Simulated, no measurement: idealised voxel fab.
The document below concerns the process module designated voxel double patterning.
Square cell edge 5 nm, section width 165 nm, ID cut.
Each cross-section below is a grid of square cells, stated as bands in top-down order, with one or more rows of cells making up each band.
First you get the band's top height and its bottom height, in nm, and then the materials it's made of, left to right, with each width in nm. If you see a single material with "full width", that one covers the band edge to edge. "blank" is empty space.
Heights are reckoned from 0. Under this level, the received wafer is all of one material. The bottommost band is open-ended downward, for example "0 -> down".
It should be noted that a width expressed as "30 to 40" varies in equal increments from row to row of cells within the band, taking the value of the first number at the top row and that of the second number at the bottom row.
No cell of the cross-section changed in a step that is given as "all unchanged".
The entry titled "Fully closed voids" provides the empty spaces that have no open way to the top, restricted to those of 8 cells or more. Each is presented as width x height at distance, the distance being measured from the left edge, with all three in nm.
Read whatever lies past the settings on a step's line as the simulator's own remark about the step.
overlay nm: how far to the right of its planned place the mask lay on this masked step (negative: to the left).
## Set out below are the planned steps of the process
| 1 | RECEIVE with material Si |
| 2 | CONFORMAL_DEP with material SiO2, thk nm 10 |
| 3 | DIRECTIONAL_DEP with material TiN, thk nm 20 |
| 4 | DIRECTIONAL_DEP with material SiCN, thk nm 5 |
| 5 | DIRECTIONAL_DEP with material aC, thk nm 15 |
| 6 | PATTERN with tone open, mask id FIRST, material resist, width nm 15, pitch nm 50, thk nm 35, overlay nm 0 |
| 7 | DIRECTIONAL_ETCH with etch materials aC, depth nm 15 |
| 8 | STRIP with etch materials resist |
| 9 | DIRECTIONAL_ETCH with etch materials SiCN, depth nm 5 |
| 10 | STRIP with etch materials aC |
| 11 | PATTERN with tone open, mask id SECOND, material resist, width nm 15, pitch nm 50, thk nm 20, overlay nm 0 |
| 12 | DIRECTIONAL_ETCH with etch materials SiCN, depth nm 5 |
| 13 | STRIP with etch materials resist |
| 14 | DIRECTIONAL_ETCH with etch materials TiN, depth nm 20 |
| 15 | STRIP with etch materials SiCN |
It is noted that the wafers described herein are identical at the outset and are distinguished by the width nm of step 6; the value stated in the plan corresponds to the first wafer.
## The first of several wafers as received, shown in cross-section; this is its state after step 1
  0 -> down: Si full width
  Fully closed voids: none
## Below is a per-wafer table. In it, each row describes the wafer at the end of the module by giving, for each material, the number of cells gained (+) or lost (-) since the wafer was received, and after that the closed voids of the wafer
width nm 15 | +66 SiO2 | +72 TiN | Fully closed voids: none
width nm 20 | +66 SiO2 | +60 TiN | Fully closed voids: none
width nm 25 | +66 SiO2 | +48 TiN | Fully closed voids: none
width nm 30 | +66 SiO2 | +36 TiN | Fully closed voids: none
